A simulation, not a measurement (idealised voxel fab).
process module | voxel self aligned vias
Section shown: cut. Width: 175 nm. Cell size: 5 nm, square.
Each cross-section below is a grid of square cells, stated as bands in top-down order, with one or more rows of cells making up each band. Band entry format. Leading values: height of top, height of bottom, nm. Remainder: materials in left-to-right order, each with its width in nm. Special words: "everywhere" on a single material, which then fills the band edge to edge; "blank", empty space. Ref level 0: as-received wafer is one material below here. Bottom band extends down with no lower bound ("0..down"). Per-row width for "30->40": begins at first number (top row of band), ends at second number (bottom row), increment between rows held constant. When a step is marked "remained unchanged", none of the cells in the cross-section changed during that step. The label "Voids, enclosed" introduces a list of the empty spaces, 8 cells or larger, that have no open way up to the top; each entry in it reads width x height at distance, where the distance is taken from the left edge and all three are stated in nm. Anything after a step's settings on that line? It's the simulator's own note about the step. overlay nm: step with mask; distance mask lay right of planned place; negative value = left of planned place.
**Set out below are the planned steps of the process**
- 1: RECEIVE | material Si
- 2: CONFORMAL_DEP | material SiO2 | thk nm 10
- 3: CONFORMAL_DEP | material SiCN | thk nm 5
- 4: DIRECTIONAL_DEP | material SiO2 | thk nm 20
- 5: DIRECTIONAL_DEP | material aC | thk nm 15
- 6: PATTERN | tone open | mask id LINES | material resist | width nm 30 | pitch nm 70 | thk nm 35 | overlay nm 0
- 7: DIRECTIONAL_ETCH | etch materials aC | depth nm 15
- 8: STRIP | etch materials resist
- 9: DIRECTIONAL_ETCH | etch materials SiO2 | depth nm 20
- 10: STRIP | etch materials aC
- 11: CONFORMAL_DEP | material TiN | thk nm 5
- 12: FILL_DEP | material Ru | thk nm 10
- 13: CMP | height nm 40
- 14: SELECTIVE_ETCH | etch materials W Ru TiN | depth nm 10
- 15: FILL_DEP | material SiN | thk nm 5
- 16: CMP | height nm 40
- 17: DIRECTIONAL_DEP | material SiO2 | thk nm 15
- 18: DIRECTIONAL_DEP | material aC | thk nm 10
- 19: PATTERN | tone open | mask id VIAS | material resist | width nm 50 | thk nm 30 | overlay nm 0
- 20: DIRECTIONAL_ETCH | etch materials aC | depth nm 10
- 21: STRIP | etch materials resist
- 22: DIRECTIONAL_ETCH | etch materials SiO2 | depth nm 15
- 23: DIRECTIONAL_ETCH | etch materials SiN | depth nm 10
- 24: STRIP | etch materials aC
- 25: CONFORMAL_DEP | material TiN | thk nm 5
- 26: FILL_DEP | material W | thk nm 10
- 27: CMP | height nm 55
- 28: CONFORMAL_DEP | material SiN | thk nm 5
Split variable: thk nm, step 2. Plan value = first wafer. Wafers start alike.
**The first of several wafers, as received after step 1, seen in section**
	0..down = Si everywhere
	Voids, enclosed: none
**The rows of the table below are wafers. Looking at the end of the module, a row counts, for every material, the cells the wafer has gained, shown as (+), or lost, shown as (-), since it was received; its closed voids come next**
thk nm 10, +16 Ru, +35 SiCN, +66 SiN, +237 SiO2, +38 TiN, +28 W, Voids, enclosed: none
thk nm 15, +8 Ru, +35 SiCN, +47 SiN, +272 SiO2, +34 TiN, +24 W, Voids, enclosed: none
thk nm 20, +35 SiCN, +47 SiN, +284 SiO2, +30 TiN, +24 W, Voids, enclosed: none
thk nm 25, +35 SiCN, +47 SiN, +296 SiO2, +18 TiN, +24 W, Voids, enclosed: none
thk nm 30, +35 SiCN, +41 SiN, +308 SiO2, +16 TiN, +20 W, Voids, enclosed: none
